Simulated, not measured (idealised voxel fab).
process module | voxel ribs on slabs
cross-section cut | 270 nm wide | cells 5 nm
A cross-section is a grid of square cells, given in bands from the top down. A band is one or more rows of cells.
Each band's line starts with the height of the band's top and of its bottom, in nm. Then come its materials from left to right, each with its width in nm. One material with "throughout" fills the band from edge to edge. "air" is empty space.
Height 0 is the level under which the wafer as received is all one material. The lowest band goes on downwards, as in "0 down".
A width such as "30 to 40" changes by the same amount from each row of cells to the next, from the band's top row to its bottom row.
"no change" after a step means that no cell of the cross-section changed.
closed voids: empty space of 8 cells or more with no open way to the top, each as width x height at its distance from the left edge, in nm
after a step's settings: what the simulator itself notes on the step
overlay nm, on a step with a mask: how far to the right of its planned place the mask lay; to the left if negative
plan
1 op RECEIVE | material Si
2 op DIRECTIONAL_DEP | material SiO2 | thk nm 30
3 op DIRECTIONAL_DEP | material polySi | thk nm 25
4 op MASKED_ETCH | tone cover | mask id RIB | width nm 20 | etch materials polySi | depth nm 5 | overlay nm 0
5 op MASKED_ETCH | tone cover | mask id SLAB | width nm 80 | etch materials polySi | depth nm 20 | overlay nm 0
6 op FILL_DEP | material SiO2 | thk nm 30
7 op CMP | height nm 75
8 op DIRECTIONAL_DEP | material W | thk nm 10
9 op PATTERN | tone cover | mask id HEATER | material resist | width nm 30 | thk nm 15 | overlay nm 0
10 op DIRECTIONAL_ETCH | etch materials W | depth nm 10
11 op STRIP | etch materials resist
12 op CONFORMAL_DEP | material SiO2 | thk nm 10
as received, after step 1
  0 down: Si throughout
  closed voids: none
first wafer at the end, as planned
  95 to 85: air 110 | SiO2 50 | air 110
  85 to 75: SiO2 120 | W 30 | SiO2 120
  75 to 55: SiO2 throughout
  55 to 50: SiO2 125 | polySi 20 | SiO2 125
  50 to 30: SiO2 95 | polySi 80 | SiO2 95
  30 to 0: SiO2 throughout
  0 down: Si throughout
  closed voids: none
second wafer at the end: like start, like plan, one mistake
  95 to 85: air 110 | SiO2 50 | air 110
  85 to 75: SiO2 120 | W 30 | SiO2 120
  75 to 55: SiO2 throughout
  55 to 50: SiO2 125 | polySi 20 | SiO2 125
  50 to 30: SiO2 100 | polySi 80 | SiO2 90
  30 to 0: SiO2 throughout
  0 down: Si throughout
  closed voids: none
what went wrong: step 5 ran as: op MASKED_ETCH | tone cover | mask id SLAB | width nm 80 | etch materials polySi | depth nm 20 | overlay nm 5
at the end the second wafer has, in cells: as many of each material as the first, in other places
